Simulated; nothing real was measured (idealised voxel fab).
Title: Process Module voxel air gaps
Displayed cross-section: cut, width of 235 nm, square cells sized 5 nm.
Reading order for cross-sections: top band down to bottom band. Underlying form: a grid of square cells. Band size: one or more rows of cells. This entry defines a band. It first specifies the height of the band's top and the height of its bottom in nm, and then specifies the band's materials from left to right, stating each material with its width in nm. The word "everywhere" identifies a single material that fills the band from edge to edge, while the word "blank" identifies empty space. Heights are expressed relative to 0, this being the level below which the as-received wafer comprises one material exclusively. The lowest band is unbounded in the downward direction and is denoted as in "from 0 down". A width such as "30 to 40" changes by the same amount from each row of cells to the next, from the band's top row to its bottom row. "stayed the same" -> step changed no cross-section cell. For the entry "Voids, sealed", the listed items are empty spaces with no open way to the top whose size is 8 cells or more; each item follows the pattern width x height at distance, where distance is from the left edge and all three are in nm. If you see something after the settings on a step's line, that's the simulator's own remark about that step. overlay nm: right-of-plan distance of the mask on a masked step; negative values mean left-of-plan.

STEPS IN THE PROCESS PLAN
| 1 | RECEIVE [material Si] |
| 2 | CONFORMAL_DEP [material SiO2] [thk nm 15] |
| 3 | CONFORMAL_DEP [material SiCN] [thk nm 5] |
| 4 | DIRECTIONAL_DEP [material SiO2] [thk nm 35] |
| 5 | MASKED_ETCH [tone open] [mask id LINES] [width nm 25] [pitch nm 50] [etch materials SiO2] [depth nm 35] [overlay nm 0] |
| 6 | CONFORMAL_DEP [material TiN] [thk nm 5] |
| 7 | FILL_DEP [material W] [thk nm 10] |
| 8 | CMP [height nm 55] |
| 9 | EPI [material Ru] [thk nm 10] |
| 10 | SELECTIVE_ETCH [etch materials SiO2] [depth nm 45] |
| 11 | CONFORMAL_DEP [material SiCN] [thk nm 5] |

CROSS-SECTION, INCOMING MATERIAL, AFTER STEP 1
  from 0 down  Si everywhere
  Voids, sealed: none

SECTIONED VIEW, FIRST OF TWO WAFERS, AT THE CLOSE OF THE MODULE, PROCESSED AS INTENDED IN THE PLAN
  from 70 to 65  blank 40 | SiCN 155 | blank 40
  from 65 to 55  blank 40 | SiCN 5 | Ru 45 | SiCN 5 | Ru 45 | SiCN 5 | Ru 45 | SiCN 5 | blank 40
  from 55 to 50  blank 40 | SiCN 15 | TiN 5 | W 15 | TiN 5 | SiCN 25 | TiN 5 | W 15 | TiN 5 | SiCN 25 | TiN 5 | W 15 | TiN 5 | SiCN 15 | blank 40
  from 50 to 25  blank 50 | SiCN 5 | TiN 5 | W 15 | TiN 5 | SiCN 5 | blank 15 | SiCN 5 | TiN 5 | W 15 | TiN 5 | SiCN 5 | blank 15 | SiCN 5 | TiN 5 | W 15 | TiN 5 | SiCN 5 | blank 50
  from 25 to 20  SiCN 55 | TiN 25 | SiCN 25 | TiN 25 | SiCN 25 | TiN 25 | SiCN 55
  from 20 to 15  SiCN everywhere
  from 15 to 0  SiO2 everywhere
  from 0 down  Si everywhere
  Voids, sealed: 15 x 25 at 85; 15 x 25 at 135

SO THIS IS WAFER NUMBER TWO OF THE TWO, CUT AT THE END OF THE MODULE - IT STARTED WHERE THE FIRST DID AND HAD THE SAME PLAN, WE JUST GOT ONE THING WRONG RUNNING IT
  from 85 to 80  SiCN everywhere
  from 80 to 70  Ru everywhere
  from 70 to 60  W everywhere
  from 60 to 55  TiN 60 | W 15 | TiN 35 | W 15 | TiN 35 | W 15 | TiN 60
  from 55 to 25  SiO2 55 | TiN 5 | W 15 | TiN 5 | SiO2 25 | TiN 5 | W 15 | TiN 5 | SiO2 25 | TiN 5 | W 15 | TiN 5 | SiO2 55
  from 25 to 20  SiO2 55 | TiN 25 | SiO2 25 | TiN 25 | SiO2 25 | TiN 25 | SiO2 55
  from 20 to 15  SiCN everywhere
  from 15 to 0  SiO2 everywhere
  from 0 down  Si everywhere
  Voids, sealed: none
It is concluded that the wafer was processed incorrectly with respect to the plan, in that the run left out plan step 8 entirely, so it was never executed
End of process, cell counts, second wafer against first, materials with more or fewer: 40 more of Ru | 70 fewer of SiCN | 224 more of SiO2 | 38 more of TiN | 103 more of W
On completion, 0 closed voids are found in the second wafer, whereas the first wafer has 2.
